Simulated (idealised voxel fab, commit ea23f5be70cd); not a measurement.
The name of this process module is voxel wiring stack.
Square cells of 5 nm make up the cross-section cut, whose width is 170 nm.
Cross-sections here: square-cell grids, written as top-down lists of bands, a band being one or more rows of cells.
Basically the band line says how high the top is and how high the bottom is, in nm, and then what's in it from left to right, every material with its width in nm. Empty space shows up as "air", and if a single material carries "throughout" it runs the full band edge to edge.
Heights are reckoned from 0. Under this level, the received wafer is all of one material. The bottommost band is open-ended downward, for example "0..down".
Graded width ("30 to 40"): value in top row of band = first number; value in bottom row = second number; row-to-row change constant.
Where a step carries "all unchanged", the cross-section came out of it unchanged, cell for cell.
Empty spaces without an open route to the top, at least 8 cells in extent, make up the entry "Non-vented voids"; each is given as width x height at distance, where the distance is measured from the left edge, and all are in nm.
If you see something after the settings on a step's line, that's the simulator's own remark about that step.
overlay nm, on a step with a mask: how far to the right of its planned place the mask lay; to the left if negative

-- Planned step list for the process
step 1: RECEIVE (material Si)
step 2: CONFORMAL_DEP (material SiO2; thk nm 15)
step 3: DIRECTIONAL_DEP (material TiN; thk nm 5)
step 4: DIRECTIONAL_DEP (material W; thk nm 25)
step 5: MASKED_ETCH (tone cover; mask id METAL_1; width nm 30; pitch nm 45; etch materials W; depth nm 25; overlay nm 0)
step 6: MASKED_ETCH (tone cover; mask id METAL_1; width nm 30; pitch nm 45; etch materials TiN; depth nm 5; overlay nm 0)
step 7: CONFORMAL_DEP (material SiCN; thk nm 5)
step 8: FILL_DEP (material SiO2; thk nm 5)
step 9: CMP (height nm 45)
step 10: CONFORMAL_DEP (material SiCN; thk nm 5)
step 11: DIRECTIONAL_DEP (material SiO2; thk nm 30)
step 12: DIRECTIONAL_DEP (material aC; thk nm 15)
step 13: PATTERN (tone open; mask id METAL_2_HOLES; material resist; width nm 15; pitch nm 90; thk nm 35; overlay nm 0)
step 14: DIRECTIONAL_ETCH (etch materials aC; depth nm 15)
step 15: STRIP (etch materials resist)
step 16: DIRECTIONAL_ETCH (etch materials SiO2; depth nm 30)
step 17: STRIP (etch materials aC)
step 18: PATTERN (tone open; mask id METAL_2; material resist; width nm 20; pitch nm 45; thk nm 15; overlay nm 0)
step 19: DIRECTIONAL_ETCH (etch materials SiO2; depth nm 15)
step 20: DIRECTIONAL_ETCH (etch materials SiCN; depth nm 5)
step 21: STRIP (etch materials resist)
step 22: CONFORMAL_DEP (material TiN; thk nm 5)
step 23: FILL_DEP (material Ru; thk nm 10)
step 24: CMP (height nm 80)
step 25: CONFORMAL_DEP (material SiCN; thk nm 5)
The wafers are alike at the start. At step 18, their width nm differs. The plan lists the first wafer's value.

-- The first of several wafers in cross-section, exactly as it reached us after step 1
> 0..down | Si throughout
> Non-vented voids: none

-- Last step of the module is step 25; after it, the first of several wafers in cross-section
> 85..80 | SiCN throughout
> 80..70 | 25 SiO2  5 TiN  15 Ru  5 TiN  25 SiO2  5 TiN  10 Ru  5 TiN  20 SiO2  5 TiN  15 Ru  5 TiN  30 SiO2
> 70..65 | 25 SiO2  5 TiN  5 Ru  15 TiN  25 SiO2  20 TiN  20 SiO2  5 TiN  5 Ru  15 TiN  30 SiO2
> 65..55 | 25 SiO2  5 TiN  5 Ru  5 TiN  75 SiO2  5 TiN  5 Ru  5 TiN  40 SiO2
> 55..50 | 25 SiO2  15 TiN  75 SiO2  15 TiN  40 SiO2
> 50..45 | 30 SiCN  10 TiN  80 SiCN  10 TiN  40 SiCN
> 45..20 | 20 SiO2  5 SiCN  30 W  5 SiCN  5 SiO2  5 SiCN  30 W  5 SiCN  5 SiO2  5 SiCN  30 W  5 SiCN  20 SiO2
> 20..15 | 25 SiCN  30 TiN  15 SiCN  30 TiN  15 SiCN  30 TiN  25 SiCN
> 15..0 | SiO2 throughout
> 0..down | Si throughout
> Non-vented voids: none

-- Showing the last wafer in cross-section at the end of the module
> 85..80 | SiCN throughout
> 80..70 | 25 SiO2  5 TiN  20 Ru  5 TiN  15 SiO2  5 TiN  20 Ru  5 TiN  15 SiO2  5 TiN  20 Ru  5 TiN  25 SiO2
> 70..65 | 25 SiO2  5 TiN  5 Ru  20 TiN  15 SiO2  30 TiN  15 SiO2  5 TiN  5 Ru  20 TiN  25 SiO2
> 65..50 | 25 SiO2  5 TiN  5 Ru  5 TiN  75 SiO2  5 TiN  5 Ru  5 TiN  40 SiO2
> 50..45 | 25 SiCN  15 TiN  75 SiCN  15 TiN  40 SiCN
> 45..20 | 20 SiO2  5 SiCN  30 W  5 SiCN  5 SiO2  5 SiCN  30 W  5 SiCN  5 SiO2  5 SiCN  30 W  5 SiCN  20 SiO2
> 20..15 | 25 SiCN  30 TiN  15 SiCN  30 TiN  15 SiCN  30 TiN  25 SiCN
> 15..0 | SiO2 throughout
> 0..down | Si throughout
> Non-vented voids: none

-- Here is how to read the rows: every wafer has a row, and it shows the wafer at the end of the module, giving for each material how many cells were gained (+) or lost (-) since the wafer was received, then listing its closed voids
width nm 20 | +22 Ru | +110 SiCN | +296 SiO2 | +60 TiN | +90 W | Non-vented voids: none
width nm 25 | +28 Ru | +110 SiCN | +287 SiO2 | +63 TiN | +90 W | Non-vented voids: none
width nm 30 | +32 Ru | +108 SiCN | +284 SiO2 | +64 TiN | +90 W | Non-vented voids: none
